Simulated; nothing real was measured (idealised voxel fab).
process module | voxel self aligned vias
cross-section cut | 185 nm wide | cells 5 nm
A cross-section is a grid of square cells, given in bands from the top down. A band is one or more rows of cells.
Each band's line starts with the height of the band's top and of its bottom, in nm. Then come its materials from left to right, each with its width in nm. One material with "throughout" fills the band from edge to edge. "air" is empty space.
Height 0 is the level under which the wafer as received is all one material. The lowest band goes on downwards, as in "0 down".
A width such as "30 to 40" changes by the same amount from each row of cells to the next, from the band's top row to its bottom row.
"no change" after a step means that no cell of the cross-section changed.
closed voids: empty space of 8 cells or more with no open way to the top, each as width x height at its distance from the left edge, in nm
after a step's settings: what the simulator itself notes on the step
overlay nm, on a step with a mask: how far to the right of its planned place the mask lay; to the left if negative
plan
1 op RECEIVE | material Si
2 op CONFORMAL_DEP | material SiO2 | thk nm 10
3 op CONFORMAL_DEP | material SiCN | thk nm 5
4 op DIRECTIONAL_DEP | material SiO2 | thk nm 25
5 op MASKED_ETCH | tone open | mask id LINES | width nm 25 | pitch nm 70 | etch materials SiO2 | depth nm 25 | overlay nm 0
6 op CONFORMAL_DEP | material TiN | thk nm 5
7 op FILL_DEP | material Ru | thk nm 10
8 op CMP | height nm 40
9 op SELECTIVE_ETCH | etch materials W Ru TiN | depth nm 5
10 op FILL_DEP | material SiN | thk nm 10
11 op CMP | height nm 40
12 op DIRECTIONAL_DEP | material SiO2 | thk nm 20
13 op DIRECTIONAL_DEP | material aC | thk nm 10
14 op PATTERN | tone open | mask id VIAS | material resist | width nm 45 | thk nm 30 | overlay nm 0
15 op DIRECTIONAL_ETCH | etch materials aC | depth nm 10
16 op STRIP | etch materials resist
17 op DIRECTIONAL_ETCH | etch materials SiO2 | depth nm 20
18 op DIRECTIONAL_ETCH | etch materials SiN | depth nm 5
19 op STRIP | etch materials aC
20 op CONFORMAL_DEP | material TiN | thk nm 5
21 op FILL_DEP | material Ru | thk nm 10
22 op CMP | height nm 60
23 op CONFORMAL_DEP | material SiCN | thk nm 5
as received, after step 1
  0 down: Si throughout
  closed voids: none
a wafer at the end: this start, this plan, one mistake
  65 to 60: SiCN throughout
  60 to 40: SiO2 35 | TiN 5 | Ru 35 | TiN 5 | SiO2 105
  40 to 35: SiN 35 | TiN 45 | SiN 105
  35 to 30: TiN 50 | Ru 15 | TiN 55 | Ru 15 | TiN 50
  30 to 10: SiO2 45 | TiN 5 | Ru 15 | TiN 5 | SiO2 45 | TiN 5 | Ru 15 | TiN 5 | SiO2 45
  10 to 5: SiO2 45 | TiN 25 | SiO2 45 | TiN 25 | SiO2 45
  5 to 0: SiCN throughout
  0 down: Si throughout
  closed voids: none
what went wrong: step 2 was left out
